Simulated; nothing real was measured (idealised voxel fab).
process module | voxel spacer lines
cross-section cut | 220 nm wide | cells 5 nm
A cross-section is a grid of square cells, given in bands from the top down. A band is one or more rows of cells.
Each band's line starts with the height of the band's top and of its bottom, in nm. Then come its materials from left to right, each with its width in nm. One material with "throughout" fills the band from edge to edge. "air" is empty space.
Height 0 is the level under which the wafer as received is all one material. The lowest band goes on downwards, as in "0 down".
A width such as "30 to 40" changes by the same amount from each row of cells to the next, from the band's top row to its bottom row.
"no change" after a step means that no cell of the cross-section changed.
closed voids: empty space of 8 cells or more with no open way to the top, each as width x height at its distance from the left edge, in nm
after a step's settings: what the simulator itself notes on the step
overlay nm, on a step with a mask: how far to the right of its planned place the mask lay; to the left if negative
plan
1 op RECEIVE | material Si
2 op CONFORMAL_DEP | material Al2O3 | thk nm 10
3 op DIRECTIONAL_DEP | material TiN | thk nm 10
4 op DIRECTIONAL_DEP | material aC | thk nm 20
5 op PATTERN | tone cover | mask id MANDREL | material resist | width nm 20 | pitch nm 60 | thk nm 30 | overlay nm 0
6 op DIRECTIONAL_ETCH | etch materials aC | depth nm 20
7 op STRIP | etch materials resist
8 op CONFORMAL_DEP | material SiN | thk nm 10
9 op DIRECTIONAL_ETCH | etch materials SiN | depth nm 10
10 op STRIP | etch materials aC
11 op DIRECTIONAL_ETCH | etch materials TiN | depth nm 10
12 op STRIP | etch materials SiN
as received, after step 1
  0 down: Si throughout
  closed voids: none
a wafer at the end: this start, this plan, one mistake
  20 to 10: air 30 | TiN 10 | air 20 | TiN 10 | air 20 | TiN 10 | air 20 | TiN 10 | air 20 | TiN 10 | air 20 | TiN 10 | air 30
  10 to 0: TiN throughout
  0 down: Si throughout
  closed voids: none
what went wrong: step 2 ran as: op CONFORMAL_DEP | material TiN | thk nm 10
